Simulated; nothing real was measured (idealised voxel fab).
process module | voxel ribs on slabs
cross-section cut | 235 nm wide | cells 5 nm
A cross-section is a grid of square cells, given in bands from the top down. A band is one or more rows of cells.
Each band's line starts with the height of the band's top and of its bottom, in nm. Then come its materials from left to right, each with its width in nm. One material with "throughout" fills the band from edge to edge. "air" is empty space.
Height 0 is the level under which the wafer as received is all one material. The lowest band goes on downwards, as in "0 down".
A width such as "30 to 40" changes by the same amount from each row of cells to the next, from the band's top row to its bottom row.
"no change" after a step means that no cell of the cross-section changed.
closed voids: empty space of 8 cells or more with no open way to the top, each as width x height at its distance from the left edge, in nm
after a step's settings: what the simulator itself notes on the step
overlay nm, on a step with a mask: how far to the right of its planned place the mask lay; to the left if negative
plan
1 op RECEIVE | material Si
2 op DIRECTIONAL_DEP | material SiO2 | thk nm 30
3 op DIRECTIONAL_DEP | material SiN | thk nm 20
4 op PATTERN | tone cover | mask id RIB | material resist | width nm 20 | thk nm 20 | overlay nm 0
5 op DIRECTIONAL_ETCH | etch materials SiN | depth nm 10
6 op STRIP | etch materials resist
7 op PATTERN | tone cover | mask id SLAB | material resist | width nm 50 | thk nm 20 | overlay nm 0
8 op DIRECTIONAL_ETCH | etch materials SiN | depth nm 10
9 op STRIP | etch materials resist
10 op FILL_DEP | material SiO2 | thk nm 15
11 op CMP | height nm 60
12 op DIRECTIONAL_DEP | material TiN | thk nm 10
13 op DIRECTIONAL_DEP | material aC | thk nm 10
14 op PATTERN | tone cover | mask id HEATER | material resist | width nm 30 | thk nm 30 | overlay nm 0
15 op DIRECTIONAL_ETCH | etch materials aC | depth nm 10
16 op STRIP | etch materials resist
17 op DIRECTIONAL_ETCH | etch materials TiN | depth nm 10
18 op STRIP | etch materials aC
19 op CONFORMAL_DEP | material SiN | thk nm 5
first wafer, as planned
as received, after step 1
  0 down: Si throughout
  closed voids: none
after step 2
  30 to 0: SiO2 throughout
  below 0: unchanged
after step 3
  50 to 30: SiN throughout
  below 30: unchanged
after step 4
  70 to 50: air 105 | resist 20 | air 110
  below 50: unchanged
after step 5
  70 to 50: air 105 | resist 20 | air 110
  50 to 40: air 105 | SiN 20 | air 110
  below 40: unchanged
after step 6
  50 to 40: air 105 | SiN 20 | air 110
  below 40: unchanged
after step 7
  70 to 50: air 90 | resist 50 | air 95
  50 to 40: air 90 | resist 15 | SiN 20 | resist 15 | air 95
  below 40: unchanged
after step 8
  70 to 50: air 90 | resist 50 | air 95
  50 to 40: air 90 | resist 15 | SiN 20 | resist 15 | air 95
  40 to 30: air 90 | SiN 50 | air 95
  below 30: unchanged
after step 9
  50 to 40: air 105 | SiN 20 | air 110
  below 40: unchanged
after step 10
  65 to 50: SiO2 throughout
  50 to 40: SiO2 105 | SiN 20 | SiO2 110
  40 to 30: SiO2 90 | SiN 50 | SiO2 95
  below 30: unchanged
after step 11
  60 to 50: SiO2 throughout
  below 50: unchanged
after step 12
  70 to 60: TiN throughout
  below 60: unchanged
after step 13
  80 to 70: aC throughout
  below 70: unchanged
after step 14
  110 to 80: air 100 | resist 30 | air 105
  below 80: unchanged
after step 15
  100 to 80: air 100 | resist 30 | air 105
  80 to 70: air 100 | aC 30 | air 105
  below 70: unchanged
after step 16
  80 to 70: air 100 | aC 30 | air 105
  below 70: unchanged
after step 17
  80 to 70: air 100 | aC 30 | air 105
  70 to 60: air 100 | TiN 30 | air 105
  below 60: unchanged
after step 18
  70 to 60: air 100 | TiN 30 | air 105
  below 60: unchanged
after step 19
  75 to 70: air 95 | SiN 40 | air 100
  70 to 65: air 95 | SiN 5 | TiN 30 | SiN 5 | air 100
  65 to 60: SiN 100 | TiN 30 | SiN 105
  below 60: unchanged
second wafer: like start, like plan, one mistake. Through step 13 it matches the first wafer
when step 14 should have ended
  110 to 80: air 95 | resist 30 | air 110
  below 80: unchanged
when step 15 should have ended
  100 to 80: air 95 | resist 30 | air 110
  80 to 70: air 95 | aC 30 | air 110
  below 70: unchanged
when step 16 should have ended
  80 to 70: air 95 | aC 30 | air 110
  below 70: unchanged
when step 17 should have ended
  80 to 70: air 95 | aC 30 | air 110
  70 to 60: air 95 | TiN 30 | air 110
  below 60: unchanged
when step 18 should have ended
  70 to 60: air 95 | TiN 30 | air 110
  below 60: unchanged
when step 19 should have ended
  75 to 70: air 90 | SiN 40 | air 105
  70 to 65: air 90 | SiN 5 | TiN 30 | SiN 5 | air 105
  65 to 60: SiN 95 | TiN 30 | SiN 110
  below 60: unchanged
what went wrong: step 14 ran as: op PATTERN | tone cover | mask id HEATER | material resist | width nm 30 | thk nm 30 | overlay nm -5
at the end the second wafer has, in cells: as many of each material as the first, in other places
